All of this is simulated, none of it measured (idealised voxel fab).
The following process module bears the name voxel trench capacitor.
FYI the section here is cut, 215 nm wide, cells are 5 nm squares.
Notation: cross-section as square-cell grid; stated in bands, top first, going down; one or more cell rows per band.
This entry defines a band. It first specifies the height of the band's top and the height of its bottom in nm, and then specifies the band's materials from left to right, stating each material with its width in nm. The word "full width" identifies a single material that fills the band from edge to edge, while the word "air" identifies empty space.
Height reference: 0 = level under which incoming wafer is all one material. Lowest band: no bottom, runs on downward, e.g. "0..down".
It should be noted that a width expressed as "30 to 40" varies in equal increments from row to row of cells within the band, taking the value of the first number at the top row and that of the second number at the bottom row.
No cell of the cross-section changed in a step that is given as "remained unchanged".
For the entry "Closed cavities", the listed items are empty spaces with no open way to the top whose size is 8 cells or more; each item follows the pattern width x height at distance, where distance is from the left edge and all three are in nm.
The remark found on a step's line after its settings is issued by the simulator itself and pertains to that step.
"overlay nm", when on a step's line for a step with a mask, measures how far to the right of its planned place the mask lay; a negative measure means to the left.
### The following list gives the planned process steps
1: RECEIVE: material Si
2: CONFORMAL_DEP: material SiN, thk nm 10
3: DIRECTIONAL_DEP: material aC, thk nm 15
4: PATTERN: tone open, mask id TRENCH, material resist, width nm 30, pitch nm 50, thk nm 30, overlay nm 0
5: DIRECTIONAL_ETCH: etch materials aC, depth nm 15
6: STRIP: etch materials resist
7: DIRECTIONAL_ETCH: etch materials SiN, depth nm 10
8: DIRECTIONAL_ETCH: etch materials Si, depth nm 35
9: STRIP: etch materials aC
10: CONFORMAL_DEP: material HfO2, thk nm 5
11: CONFORMAL_DEP: material TiN, thk nm 5
12: FILL_DEP: material W, thk nm 10
13: CMP: height nm 10
### Below: the first of two wafers, run as planned
### Cross-section: wafer on arrival = after step 1
- 0..down | Si full width
- Closed cavities: none
### Step 2 complete: cross-section through the wafer
- 10..0 | SiN full width
- Whatever lies below 0 is exactly as it was before.
### Step 3 complete: cross-section through the wafer
- 25..10 | aC full width
- Whatever lies below 10 is exactly as it was before.
### Step 4 complete: cross-section through the wafer
- 55..25 | resist 15 nm / air 30 nm / resist 20 nm / air 30 nm / resist 20 nm / air 30 nm / resist 20 nm / air 30 nm / resist 20 nm
- Whatever lies below 25 is exactly as it was before.
### Step 5 complete: cross-section through the wafer
- 40..25 | resist 15 nm / air 30 nm / resist 20 nm / air 30 nm / resist 20 nm / air 30 nm / resist 20 nm / air 30 nm / resist 20 nm
- 25..10 | aC 15 nm / air 30 nm / aC 20 nm / air 30 nm / aC 20 nm / air 30 nm / aC 20 nm / air 30 nm / aC 20 nm
- Whatever lies below 10 is exactly as it was before.
### Step 6 complete: cross-section through the wafer
- 25..10 | aC 15 nm / air 30 nm / aC 20 nm / air 30 nm / aC 20 nm / air 30 nm / aC 20 nm / air 30 nm / aC 20 nm
- Whatever lies below 10 is exactly as it was before.
### Step 7 complete: cross-section through the wafer
- 25..10 | aC 15 nm / air 30 nm / aC 20 nm / air 30 nm / aC 20 nm / air 30 nm / aC 20 nm / air 30 nm / aC 20 nm
- 10..0 | SiN 15 nm / air 30 nm / SiN 20 nm / air 30 nm / SiN 20 nm / air 30 nm / SiN 20 nm / air 30 nm / SiN 20 nm
- Whatever lies below 0 is exactly as it was before.
### Step 8 complete: cross-section through the wafer
- 25..10 | aC 15 nm / air 30 nm / aC 20 nm / air 30 nm / aC 20 nm / air 30 nm / aC 20 nm / air 30 nm / aC 20 nm
- 10..0 | SiN 15 nm / air 30 nm / SiN 20 nm / air 30 nm / SiN 20 nm / air 30 nm / SiN 20 nm / air 30 nm / SiN 20 nm
- 0..-35 | Si 15 nm / air 30 nm / Si 20 nm / air 30 nm / Si 20 nm / air 30 nm / Si 20 nm / air 30 nm / Si 20 nm
- Whatever lies below -35 is exactly as it was before.
### Step 9 complete: cross-section through the wafer
- 10..0 | SiN 15 nm / air 30 nm / SiN 20 nm / air 30 nm / SiN 20 nm / air 30 nm / SiN 20 nm / air 30 nm / SiN 20 nm
- Whatever lies below 0 is exactly as it was before.
### Step 10 complete: cross-section through the wafer
- 15..10 | HfO2 20 nm / air 20 nm / HfO2 30 nm / air 20 nm / HfO2 30 nm / air 20 nm / HfO2 30 nm / air 20 nm / HfO2 25 nm
- 10..0 | SiN 15 nm / HfO2 5 nm / air 20 nm / HfO2 5 nm / SiN 20 nm / HfO2 5 nm / air 20 nm / HfO2 5 nm / SiN 20 nm / HfO2 5 nm / air 20 nm / HfO2 5 nm / SiN 20 nm / HfO2 5 nm / air 20 nm / HfO2 5 nm / SiN 20 nm
- 0..-30 | Si 15 nm / HfO2 5 nm / air 20 nm / HfO2 5 nm / Si 20 nm / HfO2 5 nm / air 20 nm / HfO2 5 nm / Si 20 nm / HfO2 5 nm / air 20 nm / HfO2 5 nm / Si 20 nm / HfO2 5 nm / air 20 nm / HfO2 5 nm / Si 20 nm
- -30..-35 | Si 15 nm / HfO2 30 nm / Si 20 nm / HfO2 30 nm / Si 20 nm / HfO2 30 nm / Si 20 nm / HfO2 30 nm / Si 20 nm
- Whatever lies below -35 is exactly as it was before.
### Step 11 complete: cross-section through the wafer
- 20..15 | TiN 25 nm / air 10 nm / TiN 40 nm / air 10 nm / TiN 40 nm / air 10 nm / TiN 40 nm / air 10 nm / TiN 30 nm
- 15..10 | HfO2 20 nm / TiN 5 nm / air 10 nm / TiN 5 nm / HfO2 30 nm / TiN 5 nm / air 10 nm / TiN 5 nm / HfO2 30 nm / TiN 5 nm / air 10 nm / TiN 5 nm / HfO2 30 nm / TiN 5 nm / air 10 nm / TiN 5 nm / HfO2 25 nm
- 10..0 | SiN 15 nm / HfO2 5 nm / TiN 5 nm / air 10 nm / TiN 5 nm / HfO2 5 nm / SiN 20 nm / HfO2 5 nm / TiN 5 nm / air 10 nm / TiN 5 nm / HfO2 5 nm / SiN 20 nm / HfO2 5 nm / TiN 5 nm / air 10 nm / TiN 5 nm / HfO2 5 nm / SiN 20 nm / HfO2 5 nm / TiN 5 nm / air 10 nm / TiN 5 nm / HfO2 5 nm / SiN 20 nm
- 0..-25 | Si 15 nm / HfO2 5 nm / TiN 5 nm / air 10 nm / TiN 5 nm / HfO2 5 nm / Si 20 nm / HfO2 5 nm / TiN 5 nm / air 10 nm / TiN 5 nm / HfO2 5 nm / Si 20 nm / HfO2 5 nm / TiN 5 nm / air 10 nm / TiN 5 nm / HfO2 5 nm / Si 20 nm / HfO2 5 nm / TiN 5 nm / air 10 nm / TiN 5 nm / HfO2 5 nm / Si 20 nm
- -25..-30 | Si 15 nm / HfO2 5 nm / TiN 20 nm / HfO2 5 nm / Si 20 nm / HfO2 5 nm / TiN 20 nm / HfO2 5 nm / Si 20 nm / HfO2 5 nm / TiN 20 nm / HfO2 5 nm / Si 20 nm / HfO2 5 nm / TiN 20 nm / HfO2 5 nm / Si 20 nm
- Whatever lies below -30 is exactly as it was before.
### Step 12 complete: cross-section through the wafer
- 30..20 | W full width
- 20..15 | TiN 25 nm / W 10 nm / TiN 40 nm / W 10 nm / TiN 40 nm / W 10 nm / TiN 40 nm / W 10 nm / TiN 30 nm
- 15..10 | HfO2 20 nm / TiN 5 nm / W 10 nm / TiN 5 nm / HfO2 30 nm / TiN 5 nm / W 10 nm / TiN 5 nm / HfO2 30 nm / TiN 5 nm / W 10 nm / TiN 5 nm / HfO2 30 nm / TiN 5 nm / W 10 nm / TiN 5 nm / HfO2 25 nm
- 10..0 | SiN 15 nm / HfO2 5 nm / TiN 5 nm / W 10 nm / TiN 5 nm / HfO2 5 nm / SiN 20 nm / HfO2 5 nm / TiN 5 nm / W 10 nm / TiN 5 nm / HfO2 5 nm / SiN 20 nm / HfO2 5 nm / TiN 5 nm / W 10 nm / TiN 5 nm / HfO2 5 nm / SiN 20 nm / HfO2 5 nm / TiN 5 nm / W 10 nm / TiN 5 nm / HfO2 5 nm / SiN 20 nm
- 0..-25 | Si 15 nm / HfO2 5 nm / TiN 5 nm / W 10 nm / TiN 5 nm / HfO2 5 nm / Si 20 nm / HfO2 5 nm / TiN 5 nm / W 10 nm / TiN 5 nm / HfO2 5 nm / Si 20 nm / HfO2 5 nm / TiN 5 nm / W 10 nm / TiN 5 nm / HfO2 5 nm / Si 20 nm / HfO2 5 nm / TiN 5 nm / W 10 nm / TiN 5 nm / HfO2 5 nm / Si 20 nm
- Whatever lies below -25 is exactly as it was before.
### Step 13 complete: cross-section through the wafer
- 10..0 | SiN 15 nm / HfO2 5 nm / TiN 5 nm / W 10 nm / TiN 5 nm / HfO2 5 nm / SiN 20 nm / HfO2 5 nm / TiN 5 nm / W 10 nm / TiN 5 nm / HfO2 5 nm / SiN 20 nm / HfO2 5 nm / TiN 5 nm / W 10 nm / TiN 5 nm / HfO2 5 nm / SiN 20 nm / HfO2 5 nm / TiN 5 nm / W 10 nm / TiN 5 nm / HfO2 5 nm / SiN 20 nm
- Whatever lies below 0 is exactly as it was before.
### Second wafer, same starting state and plan as the first, one mistake in the run, identical through step 12
Cross-section of the second wafer at the time by which step 13 should have been completed according to the plan: remained unchanged
Against the plan, the run slipped here: plan step 13: skipped, not run
Count the cells at the end and the second wafer has more or fewer of some materials than the first: HfO2 +27 | TiN +43 | W +102
